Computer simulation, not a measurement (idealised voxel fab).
The name of this process module is voxel self aligned contacts.
Each square cell in cross-section cut measures 5 nm, and the section as a whole is 285 nm wide.
Cross-sections here: square-cell grids, written as top-down lists of bands, a band being one or more rows of cells. The band entry comprises the height of the band's top followed by the height of its bottom, expressed in nm, and subsequently the band's materials from left to right, each stated together with its width in nm. Where a single material is marked with the word "throughout", that material fills the band from edge to edge. The word "air" represents empty space. Note: height 0 marks the level under which the wafer is uniformly one material as received. Lowest band unbounded below, written "0 and below". So if you see something like "30->40" for the width, read it as the top row of the band sitting at the first number and the bottom row at the second, with every row in between moving by the same amount as the last. "left unchanged" -> step changed no cross-section cell. Under "Enclosed internal cavities" you'll find the enclosed gaps, the ones with no way out to the top, that are 8 cells or bigger; each reads width x height at distance, with distance counted from the left edge, everything in nm. after a step's settings: what the simulator itself notes on the step. The line of a step may include "overlay nm". On a step with a mask, this value is how far to the right of its planned place the mask lay. A negative value means the mask lay to the left.
**List of planned process steps**
- 1: RECEIVE, material Si
- 2: OXIDIZE, depth nm 5
- 3: DIRECTIONAL_DEP, material polySi, thk nm 30
- 4: DIRECTIONAL_DEP, material SiN, thk nm 20
- 5: MASKED_ETCH, tone cover, mask id GATE, width nm 25, pitch nm 60, etch materials SiN, depth nm 20, overlay nm 0
- 6: MASKED_ETCH, tone cover, mask id GATE, width nm 25, pitch nm 60, etch materials polySi, depth nm 30, overlay nm 0
- 7: CONFORMAL_DEP, material SiN, thk nm 5
- 8: DIRECTIONAL_ETCH, etch materials SiN, depth nm 5
- 9: FILL_DEP, material SiO2, thk nm 15
- 10: CMP, height nm 60
- 11: DIRECTIONAL_DEP, material aC, thk nm 10
- 12: PATTERN, tone open, mask id CONTACT, material resist, width nm 45, thk nm 30, overlay nm 0
- 13: DIRECTIONAL_ETCH, etch materials aC, depth nm 10
- 14: STRIP, etch materials resist
- 15: DIRECTIONAL_ETCH, etch materials SiO2, depth nm 65
- 16: STRIP, etch materials aC
- 17: CONFORMAL_DEP, material TiN, thk nm 5
- 18: FILL_DEP, material W, thk nm 10
- 19: CMP, height nm 60
- 20: CONFORMAL_DEP, material SiCN, thk nm 5
**Cross-section of the wafer as it came to us, i.e., already through step 1**
	0 and below = Si throughout
	Enclosed internal cavities: none
**Here's the cross-section of the first of our two wafers at the end of the module - it ran as planned**
	65 down to 60 = SiCN throughout
	60 down to 50 = SiO2: 120 | TiN: 5->15 | W: 35->15 | TiN: 5->15 | SiO2: 120
	50 down to 30 = SiO2: 95 | SiN: 35 | TiN: 5 | W: 15 | TiN: 5 | SiN: 35 | SiO2: 95
	30 down to 0 = SiO2: 95 | SiN: 5 | polySi: 25 | SiN: 5 | TiN: 5 | W: 15 | TiN: 5 | SiN: 5 | polySi: 25 | SiN: 5 | SiO2: 95
	0 down to -5 = SiO2: 130 | TiN: 25 | SiO2: 130
	-5 and below = Si throughout
	Enclosed internal cavities: none
**second wafer at the end: like start, like plan, one mistake**
	65 down to 60 = SiCN throughout
	60 down to 50 = W: 115->90 | TiN: 5->30 | SiO2: 45 | TiN: 5->30 | W: 115->90
	50 down to 30 = W: 90 | TiN: 5 | SiN: 35 | SiO2: 25 | SiN: 35 | TiN: 5 | W: 90
	30 down to 0 = W: 90 | TiN: 5 | SiN: 5 | polySi: 25 | SiN: 5 | SiO2: 25 | SiN: 5 | polySi: 25 | SiN: 5 | TiN: 5 | W: 90
	0 down to -5 = TiN: 95 | SiO2: 95 | TiN: 95
	-5 and below = Si throughout
	Enclosed internal cavities: none
Run error: step 12 was run on a setting that differed from the plan, and what really ran there is PATTERN, tone cover, mask id CONTACT, material resist, width nm 45, thk nm 30, overlay nm 0
FYI, end of process, the second wafer has more or fewer cells of some materials than the first: SiO2 -441, TiN +39, W +402
